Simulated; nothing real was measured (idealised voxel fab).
Process module, titled voxel transistor to metal
cross-section cut | 195 nm wide | cells 5 nm
This document writes a cross-section as a grid whose cells are square, and gives it as bands, listed from the top down; one or more rows of cells form a band.
Band: top and bottom heights (nm) first, top before bottom; then materials from left to right, widths in nm. "all across" marks a sole material filling the band edge to edge. "air" denotes empty space.
The reference from which all heights are counted is 0, the level beneath which the as-received wafer is entirely one material; the lowest band, having no lower bound, proceeds downward and is written after the example "0..down".
A two-number width, for instance "30..40", indicates that the width is equal to the first number in the top row of the band and to the second number in the bottom row, and that it changes by a constant amount per row of cells.
When a step is marked "no alterations made", none of the cells in the cross-section changed during that step.
What "Voids, enclosed" gives you is every empty space of 8 cells or more that is cut off from the top. Each appears as width x height at distance, with the distance taken from the left edge and width, height and distance all in nm.
The remark found on a step's line after its settings is issued by the simulator itself and pertains to that step.
The "overlay nm" setting may appear on a step's line; for a step that uses a mask, it gives how far to the right of its planned position the mask lay, and a negative value indicates the left.
What follows is a series of pairs. Each pair shows a cross-section before one process step and the cross-section after it, and the after view is drawn only down to the lowest band that changed. Beneath each pair is the step that lies between the two, with its settings. Pairs may come from different runs of this module on the same starting wafer, so a pair continues from the one above it only where its entry headed "Ex-ante state" says so.

### Ex-ante state
50..40 | air (70)  SiN (55)  air (70)
40..30 | air (70)  SiN (10)  SiO2 (5)  SiCN (25)  SiO2 (5)  SiN (10)  air (70)
30..10 | air (70)  SiN (10)  SiO2 (5)  polySi (25)  SiO2 (5)  SiN (10)  air (70)
10..0 | SiN (80)  SiO2 (5)  polySi (25)  SiO2 (5)  SiN (80)
0..-5 | SiO2 (35)  SiN (15)  SiO2 (95)  SiN (15)  SiO2 (35)
-5..-15 | SiO2 (35)  SiN (15)  SiO2 (10)  Si (75)  SiO2 (10)  SiN (15)  SiO2 (35)
-15..-20 | SiO2 (60)  Si (75)  SiO2 (60)
-20..-30 | SiO2 (55)  Si (85)  SiO2 (55)
-30..down | Si all across
Voids, enclosed: none

### Step Result
40..30 | air (70)  SiN (10)  SiO2 (5)  SiCN (25)  SiO2 (5)  SiN (10)  air (70)
30..0 | air (70)  SiN (10)  SiO2 (5)  polySi (25)  SiO2 (5)  SiN (10)  air (70)
Below 0, the layers are the same as they were.
Voids, enclosed: none
The cross-sections above show the structure before and after this step: DIRECTIONAL_ETCH,etch materials SiN,depth nm 10

Ex-ante state: we pick up right where the pair above leaves off, with its after cross-section.

### Step Result
40..35 | air (70)  SiN (10)  air (5)  SiCN (25)  air (5)  SiN (10)  air (70)
35..30 | air (70)  SiN (10)  SiO2 (5)  SiCN (25)  SiO2 (5)  SiN (10)  air (70)
30..0 | air (70)  SiN (10)  SiO2 (5)  polySi (25)  SiO2 (5)  SiN (10)  air (70)
0..-5 | air (35)  SiN (15)  air (20)  SiO2 (55)  air (20)  SiN (15)  air (35)
Below -5, the layers are the same as they were.
Voids, enclosed: none
The cross-sections above show the structure before and after this step: DIRECTIONAL_ETCH,etch materials SiO2,depth nm 5

Ex-ante state: we pick up right where the pair above leaves off, with its after cross-section.

### Step Result
40..35 | air (70)  SiN (10)  air (5)  SiCN (25)  air (5)  SiN (10)  air (70)
35..30 | air (70)  SiN (10)  SiO2 (5)  SiCN (25)  SiO2 (5)  SiN (10)  air (70)
30..0 | air (70)  SiN (10)  SiO2 (5)  polySi (25)  SiO2 (5)  SiN (10)  air (70)
0..-5 | air (35)  SiN (15)  air (20)  SiO2 (55)  air (20)  SiN (15)  air (35)
-5..-15 | SiO2 (35)  SiN (15)  SiO2 (10)  air (10)  Si (55)  air (10)  SiO2 (10)  SiN (15)  SiO2 (35)
Below -15, the layers are the same as they were.
Voids, enclosed: none
The cross-sections above show the structure before and after this step: DIRECTIONAL_ETCH,etch materials Si,depth nm 10

Ex-ante state: we pick up right where the pair above leaves off, with its after cross-section.

### Step Result
40..35 | air (70)  SiN (10)  air (5)  SiCN (25)  air (5)  SiN (10)  air (70)
35..30 | air (70)  SiN (10)  SiO2 (5)  SiCN (25)  SiO2 (5)  SiN (10)  air (70)
30..5 | air (70)  SiN (10)  SiO2 (5)  polySi (25)  SiO2 (5)  SiN (10)  air (70)
5..0 | air (60)  SiGe (10)  SiN (10)  SiO2 (5)  polySi (25)  SiO2 (5)  SiN (10)  SiGe (10)  air (60)
0..-5 | air (35)  SiN (15)  air (10)  SiGe (10)  SiO2 (55)  SiGe (10)  air (10)  SiN (15)  air (35)
-5..-15 | SiO2 (35)  SiN (15)  SiO2 (10)  SiGe (10)  Si (55)  SiGe (10)  SiO2 (10)  SiN (15)  SiO2 (35)
Below -15, the layers are the same as they were.
Voids, enclosed: none
The cross-sections above show the structure before and after this step: EPI,material SiGe,thk nm 10

Ex-ante state: we pick up right where the pair above leaves off, with its after cross-section.

### Step Result
45..40 | SiO2 all across
40..30 | SiO2 (70)  SiN (10)  SiO2 (5)  SiCN (25)  SiO2 (5)  SiN (10)  SiO2 (70)
30..5 | SiO2 (70)  SiN (10)  SiO2 (5)  polySi (25)  SiO2 (5)  SiN (10)  SiO2 (70)
5..0 | SiO2 (60)  SiGe (10)  SiN (10)  SiO2 (5)  polySi (25)  SiO2 (5)  SiN (10)  SiGe (10)  SiO2 (60)
0..-5 | SiO2 (35)  SiN (15)  SiO2 (10)  SiGe (10)  SiO2 (55)  SiGe (10)  SiO2 (10)  SiN (15)  SiO2 (35)
Below -5, the layers are the same as they were.
Voids, enclosed: none
The cross-sections above show the structure before and after this step: FILL_DEP,material SiO2,thk nm 5

Ex-ante state: we pick up right where the pair above leaves off, with its after cross-section.

### Step Result
40..30 | SiO2 (70)  SiN (10)  SiO2 (5)  SiCN (25)  SiO2 (5)  SiN (10)  SiO2 (70)
Below 30, the layers are the same as they were.
Voids, enclosed: none
The cross-sections above show the structure before and after this step: CMP,height nm 40

Ex-ante state: we pick up right where the pair above leaves off, with its after cross-section.

### Step Result
55..40 | SiO2 all across
Below 40, the layers are the same as they were.
Voids, enclosed: none
The cross-sections above show the structure before and after this step: DIRECTIONAL_DEP,material SiO2,thk nm 15

Ex-ante state: we pick up right where the pair above leaves off, with its after cross-section.

### Step Result
65..55 | aC all across
Below 55, the layers are the same as they were.
Voids, enclosed: none
The cross-sections above show the structure before and after this step: DIRECTIONAL_DEP,material aC,thk nm 10

Ex-ante state: we pick up right where the pair above leaves off, with its after cross-section.

### Step Result
90..65 | resist (55)  air (15)  resist (55)  air (15)  resist (55)
Below 65, the layers are the same as they were.
Voids, enclosed: none
The cross-sections above show the structure before and after this step: PATTERN,tone open,mask id CONTACT,material resist,width nm 15,pitch nm 70,thk nm 25,overlay nm 0

Ex-ante state: we pick up right where the pair above leaves off, with its after cross-section.

### Step Result
80..65 | resist (55)  air (15)  resist (55)  air (15)  resist (55)
65..55 | aC (55)  air (15)  aC (55)  air (15)  aC (55)
Below 55, the layers are the same as they were.
Voids, enclosed: none
The cross-sections above show the structure before and after this step: DIRECTIONAL_ETCH,etch materials aC,depth nm 10

Ex-ante state: we pick up right where the pair above leaves off, with its after cross-section.

### Step Result
65..55 | aC (55)  air (15)  aC (55)  air (15)  aC (55)
Below 55, the layers are the same as they were.
Voids, enclosed: none
The cross-sections above show the structure before and after this step: STRIP,etch materials resist

Ex-ante state: we pick up right where the pair above leaves off, with its after cross-section.

### Step Result
65..55 | aC (55)  air (15)  aC (55)  air (15)  aC (55)
55..40 | SiO2 (55)  air (15)  SiO2 (55)  air (15)  SiO2 (55)
40..30 | SiO2 (55)  air (15)  SiN (10)  SiO2 (5)  SiCN (25)  SiO2 (5)  SiN (10)  air (15)  SiO2 (55)
30..5 | SiO2 (55)  air (15)  SiN (10)  SiO2 (5)  polySi (25)  SiO2 (5)  SiN (10)  air (15)  SiO2 (55)
5..0 | SiO2 (55)  air (5)  SiGe (10)  SiN (10)  SiO2 (5)  polySi (25)  SiO2 (5)  SiN (10)  SiGe (10)  air (5)  SiO2 (55)
0..-5 | SiO2 (35)  SiN (15)  SiO2 (5)  air (5)  SiGe (10)  SiO2 (55)  SiGe (10)  air (5)  SiO2 (5)  SiN (15)  SiO2 (35)
Below -5, the layers are the same as they were.
Voids, enclosed: none
The cross-sections above show the structure before and after this step: DIRECTIONAL_ETCH,etch materials SiO2,depth nm 60

Ex-ante state: we pick up right where the pair above leaves off, with its after cross-section.

### Step Result
55..40 | SiO2 (55)  air (15)  SiO2 (55)  air (15)  SiO2 (55)
Below 40, the layers are the same as they were.
Voids, enclosed: none
The cross-sections above show the structure before and after this step: STRIP,etch materials aC

Ex-ante state: we pick up right where the pair above leaves off, with its after cross-section.

### Step Result
60..55 | TiN (60)  air (5)  TiN (65)  air (5)  TiN (60)
55..40 | SiO2 (55)  TiN (5)  air (5)  TiN (5)  SiO2 (55)  TiN (5)  air (5)  TiN (5)  SiO2 (55)
40..30 | SiO2 (55)  TiN (5)  air (5)  TiN (5)  SiN (10)  SiO2 (5)  SiCN (25)  SiO2 (5)  SiN (10)  TiN (5)  air (5)  TiN (5)  SiO2 (55)
30..10 | SiO2 (55)  TiN (5)  air (5)  TiN (5)  SiN (10)  SiO2 (5)  polySi (25)  SiO2 (5)  SiN (10)  TiN (5)  air (5)  TiN (5)  SiO2 (55)
10..5 | SiO2 (55)  TiN (15)  SiN (10)  SiO2 (5)  polySi (25)  SiO2 (5)  SiN (10)  TiN (15)  SiO2 (55)
5..0 | SiO2 (55)  TiN (5)  SiGe (10)  SiN (10)  SiO2 (5)  polySi (25)  SiO2 (5)  SiN (10)  SiGe (10)  TiN (5)  SiO2 (55)
0..-5 | SiO2 (35)  SiN (15)  SiO2 (5)  TiN (5)  SiGe (10)  SiO2 (55)  SiGe (10)  TiN (5)  SiO2 (5)  SiN (15)  SiO2 (35)
Below -5, the layers are the same as they were.
Voids, enclosed: none
The cross-sections above show the structure before and after this step: CONFORMAL_DEP,material TiN,thk nm 5

Ex-ante state: we pick up right where the pair above leaves off, with its after cross-section.

### Step Result
65..60 | Ru all across
60..55 | TiN (60)  Ru (5)  TiN (65)  Ru (5)  TiN (60)
55..40 | SiO2 (55)  TiN (5)  Ru (5)  TiN (5)  SiO2 (55)  TiN (5)  Ru (5)  TiN (5)  SiO2 (55)
40..30 | SiO2 (55)  TiN (5)  Ru (5)  TiN (5)  SiN (10)  SiO2 (5)  SiCN (25)  SiO2 (5)  SiN (10)  TiN (5)  Ru (5)  TiN (5)  SiO2 (55)
30..10 | SiO2 (55)  TiN (5)  Ru (5)  TiN (5)  SiN (10)  SiO2 (5)  polySi (25)  SiO2 (5)  SiN (10)  TiN (5)  Ru (5)  TiN (5)  SiO2 (55)
Below 10, the layers are the same as they were.
Voids, enclosed: none
The cross-sections above show the structure before and after this step: FILL_DEP,material Ru,thk nm 5

Ex-ante state: we pick up right where the pair above leaves off, with its after cross-section.

### Step Result
55..40 | SiO2 (55)  TiN (5)  Ru (5)  TiN (5)  SiO2 (55)  TiN (5)  Ru (5)  TiN (5)  SiO2 (55)
Below 40, the layers are the same as they were.
Voids, enclosed: none
The cross-sections above show the structure before and after this step: CMP,height nm 55

Ex-ante state: we pick up right where the pair above leaves off, with its after cross-section.

### Step Result
60..55 | SiN all across
Below 55, the layers are the same as they were.
Voids, enclosed: none
The cross-sections above show the structure before and after this step: CONFORMAL_DEP,material SiN,thk nm 5

Ex-ante state: we pick up right where the pair above leaves off, with its after cross-section.

### Step Result
80..60 | lowk all across
Below 60, the layers are the same as they were.
Voids, enclosed: none
The cross-sections above show the structure before and after this step: DIRECTIONAL_DEP,material lowk,thk nm 20

Ex-ante state: we pick up right where the pair above leaves off, with its after cross-section.

### Step Result
100..80 | resist (55)  air (15)  resist (55)  air (15)  resist (55)
Below 80, the layers are the same as they were.
Voids, enclosed: none
The cross-sections above show the structure before and after this step: PATTERN,tone open,mask id METAL_1,material resist,width nm 15,pitch nm 70,thk nm 20,overlay nm 0

Ex-ante state: we pick up right where the pair above leaves off, with its after cross-section.

### Step Result
100..80 | resist (55)  air (15)  resist (55)  air (15)  resist (55)
80..60 | lowk (55)  air (15)  lowk (55)  air (15)  lowk (55)
Below 60, the layers are the same as they were.
Voids, enclosed: none
The cross-sections above show the structure before and after this step: DIRECTIONAL_ETCH,etch materials lowk,depth nm 20

Ex-ante state: we pick up right where the pair above leaves off, with its after cross-section.

### Step Result
100..80 | resist (55)  air (15)  resist (55)  air (15)  resist (55)
80..60 | lowk (55)  air (15)  lowk (55)  air (15)  lowk (55)
60..55 | SiN (55)  air (15)  SiN (55)  air (15)  SiN (55)
Below 55, the layers are the same as they were.
Voids, enclosed: none
The cross-sections above show the structure before and after this step: DIRECTIONAL_ETCH,etch materials SiN,depth nm 5

Ex-ante state: we pick up right where the pair above leaves off, with its after cross-section.

### Step Result
80..60 | lowk (55)  air (15)  lowk (55)  air (15)  lowk (55)
Below 60, the layers are the same as they were.
Voids, enclosed: none
The cross-sections above show the structure before and after this step: STRIP,etch materials resist

Ex-ante state: we pick up right where the pair above leaves off, with its after cross-section.

### Step Result
85..80 | TiN (60)  air (5)  TiN (65)  air (5)  TiN (60)
80..60 | lowk (55)  TiN (5)  air (5)  TiN (5)  lowk (55)  TiN (5)  air (5)  TiN (5)  lowk (55)
60..55 | SiN (55)  TiN (15)  SiN (55)  TiN (15)  SiN (55)
Below 55, the layers are the same as they were.
Voids, enclosed: none
The cross-sections above show the structure before and after this step: CONFORMAL_DEP,material TiN,thk nm 5

Ex-ante state: we pick up right where the pair above leaves off, with its after cross-section.

### Step Result
95..85 | W all across
85..80 | TiN (60)  W (5)  TiN (65)  W (5)  TiN (60)
80..60 | lowk (55)  TiN (5)  W (5)  TiN (5)  lowk (55)  TiN (5)  W (5)  TiN (5)  lowk (55)
Below 60, the layers are the same as they were.
Voids, enclosed: none
The cross-sections above show the structure before and after this step: FILL_DEP,material W,thk nm 10

Ex-ante state: we pick up right where the pair above leaves off, with its after cross-section.

### Step Result
80..60 | lowk (55)  TiN (5)  W (5)  TiN (5)  lowk (55)  TiN (5)  W (5)  TiN (5)  lowk (55)
Below 60, the layers are the same as they were.
Voids, enclosed: none
The cross-sections above show the structure before and after this step: CMP,height nm 80

Ex-ante state: we pick up right where the pair above leaves off, with its after cross-section.

### Step Result
85..80 | SiCN all across
Below 80, the layers are the same as they were.
Voids, enclosed: none
The cross-sections above show the structure before and after this step: CONFORMAL_DEP,material SiCN,thk nm 5

Ex-ante state: we pick up right where the pair above leaves off, with its after cross-section.

### Step Result
120..85 | lowk all across
Below 85, the layers are the same as they were.
Voids, enclosed: none
The cross-sections above show the structure before and after this step: DIRECTIONAL_DEP,material lowk,thk nm 35

Ex-ante state: we pick up right where the pair above leaves off, with its after cross-section.

### Step Result
135..120 | resist (55)  air (15)  resist (55)  air (15)  resist (55)
Below 120, the layers are the same as they were.
Voids, enclosed: none
The cross-sections above show the structure before and after this step: PATTERN,tone open,mask id METAL_2,material resist,width nm 15,pitch nm 70,thk nm 15,overlay nm 0

Ex-ante state: we pick up right where the pair above leaves off, with its after cross-section.

### Step Result
135..120 | resist (55)  air (15)  resist (55)  air (15)  resist (55)
120..100 | lowk (55)  air (15)  lowk (55)  air (15)  lowk (55)
Below 100, the layers are the same as they were.
Voids, enclosed: none
The cross-sections above show the structure before and after this step: DIRECTIONAL_ETCH,etch materials lowk,depth nm 20

Ex-ante state: we pick up right where the pair above leaves off, with its after cross-section.

### Step Result
120..100 | lowk (55)  air (15)  lowk (55)  air (15)  lowk (55)
Below 100, the layers are the same as they were.
Voids, enclosed: none
The cross-sections above show the structure before and after this step: STRIP,etch materials resist

Ex-ante state: we pick up right where the pair above leaves off, with its after cross-section.

### Step Result
140..120 | resist (55)  air (15)  resist (55)  air (15)  resist (55)
Below 120, the layers are the same as they were.
Voids, enclosed: none
The cross-sections above show the structure before and after this step: PATTERN,tone open,mask id METAL_2_HOLES,material resist,width nm 15,pitch nm 70,thk nm 20,overlay nm 0

Ex-ante state: we pick up right where the pair above leaves off, with its after cross-section.

### Step Result
140..120 | resist (55)  air (15)  resist (55)  air (15)  resist (55)
120..85 | lowk (55)  air (15)  lowk (55)  air (15)  lowk (55)
Below 85, the layers are the same as they were.
Voids, enclosed: none
The cross-sections above show the structure before and after this step: DIRECTIONAL_ETCH,etch materials lowk,depth nm 15

Ex-ante state: we pick up right where the pair above leaves off, with its after cross-section.

### Step Result
140..120 | resist (55)  air (15)  resist (55)  air (15)  resist (55)
120..85 | lowk (55)  air (15)  lowk (55)  air (15)  lowk (55)
85..80 | SiCN (55)  air (15)  SiCN (55)  air (15)  SiCN (55)
Below 80, the layers are the same as they were.
Voids, enclosed: none
The cross-sections above show the structure before and after this step: DIRECTIONAL_ETCH,etch materials SiCN,depth nm 5

Ex-ante state: we pick up right where the pair above leaves off, with its after cross-section.

### Step Result
120..85 | lowk (55)  air (15)  lowk (55)  air (15)  lowk (55)
Below 85, the layers are the same as they were.
Voids, enclosed: none
The cross-sections above show the structure before and after this step: STRIP,etch materials resist

Ex-ante state: we pick up right where the pair above leaves off, with its after cross-section.

### Step Result
125..120 | TiN (60)  air (5)  TiN (65)  air (5)  TiN (60)
120..85 | lowk (55)  TiN (5)  air (5)  TiN (5)  lowk (55)  TiN (5)  air (5)  TiN (5)  lowk (55)
85..80 | SiCN (55)  TiN (15)  SiCN (55)  TiN (15)  SiCN (55)
Below 80, the layers are the same as they were.
Voids, enclosed: none
The cross-sections above show the structure before and after this step: CONFORMAL_DEP,material TiN,thk nm 5

Ex-ante state: we pick up right where the pair above leaves off, with its after cross-section.

### Step Result
130..125 | Cu all across
125..120 | TiN (60)  Cu (5)  TiN (65)  Cu (5)  TiN (60)
120..85 | lowk (55)  TiN (5)  Cu (5)  TiN (5)  lowk (55)  TiN (5)  Cu (5)  TiN (5)  lowk (55)
Below 85, the layers are the same as they were.
Voids, enclosed: none
The cross-sections above show the structure before and after this step: FILL_DEP,material Cu,thk nm 5

Ex-ante state: we pick up right where the pair above leaves off, with its after cross-section.

### Step Result
120..85 | lowk (55)  TiN (5)  Cu (5)  TiN (5)  lowk (55)  TiN (5)  Cu (5)  TiN (5)  lowk (55)
Below 85, the layers are the same as they were.
Voids, enclosed: none
The cross-sections above show the structure before and after this step: CMP,height nm 120

Ex-ante state: we pick up right where the pair above leaves off, with its after cross-section.

### Step Result
125..120 | SiCN all across
Below 120, the layers are the same as they were.
Voids, enclosed: none
The cross-sections above show the structure before and after this step: CONFORMAL_DEP,material SiCN,thk nm 5

### Ex-ante state
40..30 | SiO2 (70)  SiN (10)  SiO2 (5)  SiCN (25)  SiO2 (5)  SiN (10)  SiO2 (70)
30..5 | SiO2 (70)  SiN (10)  SiO2 (5)  polySi (25)  SiO2 (5)  SiN (10)  SiO2 (70)
5..0 | SiO2 (60)  SiGe (10)  SiN (10)  SiO2 (5)  polySi (25)  SiO2 (5)  SiN (10)  SiGe (10)  SiO2 (60)
0..-5 | SiO2 (60)  SiGe (10)  SiO2 (55)  SiGe (10)  SiO2 (60)
-5..-15 | SiO2 (55)  SiGe (15)  Si (55)  SiGe (15)  SiO2 (55)
-15..-30 | SiO2 (55)  Si (85)  SiO2 (55)
-30..down | Si all across
Voids, enclosed: none

### Step Result
50..40 | SiO2 all across
Below 40, the layers are the same as they were.
Voids, enclosed: none
The cross-sections above show the structure before and after this step: DIRECTIONAL_DEP,material SiO2,thk nm 10

Ex-ante state: we pick up right where the pair above leaves off, with its after cross-section.

### Step Result
60..50 | aC all across
Below 50, the layers are the same as they were.
Voids, enclosed: none
The cross-sections above show the structure before and after this step: DIRECTIONAL_DEP,material aC,thk nm 10

Ex-ante state: we pick up right where the pair above leaves off, with its after cross-section.

### Step Result
85..60 | resist (55)  air (15)  resist (55)  air (15)  resist (55)
Below 60, the layers are the same as they were.
Voids, enclosed: none
The cross-sections above show the structure before and after this step: PATTERN,tone open,mask id CONTACT,material resist,width nm 15,pitch nm 70,thk nm 25,overlay nm 0

Ex-ante state: we pick up right where the pair above leaves off, with its after cross-section.

### Step Result
75..60 | resist (55)  air (15)  resist (55)  air (15)  resist (55)
60..50 | aC (55)  air (15)  aC (55)  air (15)  aC (55)
Below 50, the layers are the same as they were.
Voids, enclosed: none
The cross-sections above show the structure before and after this step: DIRECTIONAL_ETCH,etch materials aC,depth nm 10

Ex-ante state: we pick up right where the pair above leaves off, with its after cross-section.

### Step Result
60..50 | aC (55)  air (15)  aC (55)  air (15)  aC (55)
Below 50, the layers are the same as they were.
Voids, enclosed: none
The cross-sections above show the structure before and after this step: STRIP,etch materials resist

Ex-ante state: we pick up right where the pair above leaves off, with its after cross-section.

### Step Result
60..50 | aC (55)  air (15)  aC (55)  air (15)  aC (55)
50..40 | SiO2 (55)  air (15)  SiO2 (55)  air (15)  SiO2 (55)
40..30 | SiO2 (55)  air (15)  SiN (10)  SiO2 (5)  SiCN (25)  SiO2 (5)  SiN (10)  air (15)  SiO2 (55)
30..5 | SiO2 (55)  air (15)  SiN (10)  SiO2 (5)  polySi (25)  SiO2 (5)  SiN (10)  air (15)  SiO2 (55)
5..0 | SiO2 (55)  air (5)  SiGe (10)  SiN (10)  SiO2 (5)  polySi (25)  SiO2 (5)  SiN (10)  SiGe (10)  air (5)  SiO2 (55)
0..-5 | SiO2 (55)  air (5)  SiGe (10)  SiO2 (55)  SiGe (10)  air (5)  SiO2 (55)
Below -5, the layers are the same as they were.
Voids, enclosed: none
The cross-sections above show the structure before and after this step: DIRECTIONAL_ETCH,etch materials SiO2,depth nm 60

Ex-ante state: we pick up right where the pair above leaves off, with its after cross-section.

### Step Result
50..40 | SiO2 (55)  air (15)  SiO2 (55)  air (15)  SiO2 (55)
Below 40, the layers are the same as they were.
Voids, enclosed: none
The cross-sections above show the structure before and after this step: STRIP,etch materials aC

Ex-ante state: we pick up right where the pair above leaves off, with its after cross-section.

### Step Result
55..50 | TiN (60)  air (5)  TiN (65)  air (5)  TiN (60)
50..40 | SiO2 (55)  TiN (5)  air (5)  TiN (5)  SiO2 (55)  TiN (5)  air (5)  TiN (5)  SiO2 (55)
40..30 | SiO2 (55)  TiN (5)  air (5)  TiN (5)  SiN (10)  SiO2 (5)  SiCN (25)  SiO2 (5)  SiN (10)  TiN (5)  air (5)  TiN (5)  SiO2 (55)
30..10 | SiO2 (55)  TiN (5)  air (5)  TiN (5)  SiN (10)  SiO2 (5)  polySi (25)  SiO2 (5)  SiN (10)  TiN (5)  air (5)  TiN (5)  SiO2 (55)
10..5 | SiO2 (55)  TiN (15)  SiN (10)  SiO2 (5)  polySi (25)  SiO2 (5)  SiN (10)  TiN (15)  SiO2 (55)
5..0 | SiO2 (55)  TiN (5)  SiGe (10)  SiN (10)  SiO2 (5)  polySi (25)  SiO2 (5)  SiN (10)  SiGe (10)  TiN (5)  SiO2 (55)
0..-5 | SiO2 (55)  TiN (5)  SiGe (10)  SiO2 (55)  SiGe (10)  TiN (5)  SiO2 (55)
Below -5, the layers are the same as they were.
Voids, enclosed: none
The cross-sections above show the structure before and after this step: CONFORMAL_DEP,material TiN,thk nm 5

Ex-ante state: we pick up right where the pair above leaves off, with its after cross-section.

### Step Result
60..55 | Ru all across
55..50 | TiN (60)  Ru (5)  TiN (65)  Ru (5)  TiN (60)
50..40 | SiO2 (55)  TiN (5)  Ru (5)  TiN (5)  SiO2 (55)  TiN (5)  Ru (5)  TiN (5)  SiO2 (55)
40..30 | SiO2 (55)  TiN (5)  Ru (5)  TiN (5)  SiN (10)  SiO2 (5)  SiCN (25)  SiO2 (5)  SiN (10)  TiN (5)  Ru (5)  TiN (5)  SiO2 (55)
30..10 | SiO2 (55)  TiN (5)  Ru (5)  TiN (5)  SiN (10)  SiO2 (5)  polySi (25)  SiO2 (5)  SiN (10)  TiN (5)  Ru (5)  TiN (5)  SiO2 (55)
Below 10, the layers are the same as they were.
Voids, enclosed: none
The cross-sections above show the structure before and after this step: FILL_DEP,material Ru,thk nm 5

Ex-ante state: we pick up right where the pair above leaves off, with its after cross-section.

### Step Result
55..50 | TiN (60)  Ru (5)  TiN (65)  Ru (5)  TiN (60)
Below 50, the layers are the same as they were.
Voids, enclosed: none
The cross-sections above show the structure before and after this step: CMP,height nm 55

Ex-ante state: we pick up right where the pair above leaves off, with its after cross-section.

### Step Result
60..55 | SiN all across
Below 55, the layers are the same as they were.
Voids, enclosed: none
The cross-sections above show the structure before and after this step: CONFORMAL_DEP,material SiN,thk nm 5

Ex-ante state: we pick up right where the pair above leaves off, with its after cross-section.

### Step Result
80..60 | lowk all across
Below 60, the layers are the same as they were.
Voids, enclosed: none
The cross-sections above show the structure before and after this step: DIRECTIONAL_DEP,material lowk,thk nm 20

Ex-ante state: we pick up right where the pair above leaves off, with its after cross-section.

### Step Result
100..80 | resist (55)  air (15)  resist (55)  air (15)  resist (55)
Below 80, the layers are the same as they were.
Voids, enclosed: none
The cross-sections above show the structure before and after this step: PATTERN,tone open,mask id METAL_1,material resist,width nm 15,pitch nm 70,thk nm 20,overlay nm 0

Ex-ante state: we pick up right where the pair above leaves off, with its after cross-section.

### Step Result
100..80 | resist (55)  air (15)  resist (55)  air (15)  resist (55)
80..60 | lowk (55)  air (15)  lowk (55)  air (15)  lowk (55)
Below 60, the layers are the same as they were.
Voids, enclosed: none
The cross-sections above show the structure before and after this step: DIRECTIONAL_ETCH,etch materials lowk,depth nm 20

Ex-ante state: we pick up right where the pair above leaves off, with its after cross-section.

### Step Result
100..80 | resist (55)  air (15)  resist (55)  air (15)  resist (55)
80..60 | lowk (55)  air (15)  lowk (55)  air (15)  lowk (55)
60..55 | SiN (55)  air (15)  SiN (55)  air (15)  SiN (55)
Below 55, the layers are the same as they were.
Voids, enclosed: none
The cross-sections above show the structure before and after this step: DIRECTIONAL_ETCH,etch materials SiN,depth nm 5

Ex-ante state: we pick up right where the pair above leaves off, with its after cross-section.

### Step Result
80..60 | lowk (55)  air (15)  lowk (55)  air (15)  lowk (55)
Below 60, the layers are the same as they were.
Voids, enclosed: none
The cross-sections above show the structure before and after this step: STRIP,etch materials resist

Ex-ante state: we pick up right where the pair above leaves off, with its after cross-section.

### Step Result
85..80 | TiN (60)  air (5)  TiN (65)  air (5)  TiN (60)
80..60 | lowk (55)  TiN (5)  air (5)  TiN (5)  lowk (55)  TiN (5)  air (5)  TiN (5)  lowk (55)
60..55 | SiN (55)  TiN (15)  SiN (55)  TiN (15)  SiN (55)
Below 55, the layers are the same as they were.
Voids, enclosed: none
The cross-sections above show the structure before and after this step: CONFORMAL_DEP,material TiN,thk nm 5

Ex-ante state: we pick up right where the pair above leaves off, with its after cross-section.

### Step Result
95..85 | W all across
85..80 | TiN (60)  W (5)  TiN (65)  W (5)  TiN (60)
80..60 | lowk (55)  TiN (5)  W (5)  TiN (5)  lowk (55)  TiN (5)  W (5)  TiN (5)  lowk (55)
Below 60, the layers are the same as they were.
Voids, enclosed: none
The cross-sections above show the structure before and after this step: FILL_DEP,material W,thk nm 10

Ex-ante state: we pick up right where the pair above leaves off, with its after cross-section.

### Step Result
80..60 | lowk (55)  TiN (5)  W (5)  TiN (5)  lowk (55)  TiN (5)  W (5)  TiN (5)  lowk (55)
Below 60, the layers are the same as they were.
Voids, enclosed: none
The cross-sections above show the structure before and after this step: CMP,height nm 80

Ex-ante state: we pick up right where the pair above leaves off, with its after cross-section.

### Step Result
85..80 | SiCN all across
Below 80, the layers are the same as they were.
Voids, enclosed: none
The cross-sections above show the structure before and after this step: CONFORMAL_DEP,material SiCN,thk nm 5

Ex-ante state: we pick up right where the pair above leaves off, with its after cross-section.

### Step Result
120..85 | lowk all across
Below 85, the layers are the same as they were.
Voids, enclosed: none
The cross-sections above show the structure before and after this step: DIRECTIONAL_DEP,material lowk,thk nm 35

Ex-ante state: we pick up right where the pair above leaves off, with its after cross-section.

### Step Result
135..120 | resist (55)  air (15)  resist (55)  air (15)  resist (55)
Below 120, the layers are the same as they were.
Voids, enclosed: none
The cross-sections above show the structure before and after this step: PATTERN,tone open,mask id METAL_2,material resist,width nm 15,pitch nm 70,thk nm 15,overlay nm 0

Ex-ante state: we pick up right where the pair above leaves off, with its after cross-section.

### Step Result
135..120 | resist (55)  air (15)  resist (55)  air (15)  resist (55)
120..100 | lowk (55)  air (15)  lowk (55)  air (15)  lowk (55)
Below 100, the layers are the same as they were.
Voids, enclosed: none
The cross-sections above show the structure before and after this step: DIRECTIONAL_ETCH,etch materials lowk,depth nm 20

Ex-ante state: we pick up right where the pair above leaves off, with its after cross-section.

### Step Result
120..100 | lowk (55)  air (15)  lowk (55)  air (15)  lowk (55)
Below 100, the layers are the same as they were.
Voids, enclosed: none
The cross-sections above show the structure before and after this step: STRIP,etch materials resist

Ex-ante state: we pick up right where the pair above leaves off, with its after cross-section.

### Step Result
140..120 | resist (55)  air (15)  resist (55)  air (15)  resist (55)
Below 120, the layers are the same as they were.
Voids, enclosed: none
The cross-sections above show the structure before and after this step: PATTERN,tone open,mask id METAL_2_HOLES,material resist,width nm 15,pitch nm 70,thk nm 20,overlay nm 0

Ex-ante state: we pick up right where the pair above leaves off, with its after cross-section.

### Step Result
140..120 | resist (55)  air (15)  resist (55)  air (15)  resist (55)
120..85 | lowk (55)  air (15)  lowk (55)  air (15)  lowk (55)
Below 85, the layers are the same as they were.
Voids, enclosed: none
The cross-sections above show the structure before and after this step: DIRECTIONAL_ETCH,etch materials lowk,depth nm 15

Ex-ante state: we pick up right where the pair above leaves off, with its after cross-section.

### Step Result
140..120 | resist (55)  air (15)  resist (55)  air (15)  resist (55)
120..85 | lowk (55)  air (15)  lowk (55)  air (15)  lowk (55)
85..80 | SiCN (55)  air (15)  SiCN (55)  air (15)  SiCN (55)
Below 80, the layers are the same as they were.
Voids, enclosed: none
The cross-sections above show the structure before and after this step: DIRECTIONAL_ETCH,etch materials SiCN,depth nm 5

Ex-ante state: we pick up right where the pair above leaves off, with its after cross-section.

### Step Result
120..85 | lowk (55)  air (15)  lowk (55)  air (15)  lowk (55)
Below 85, the layers are the same as they were.
Voids, enclosed: none
The cross-sections above show the structure before and after this step: STRIP,etch materials resist
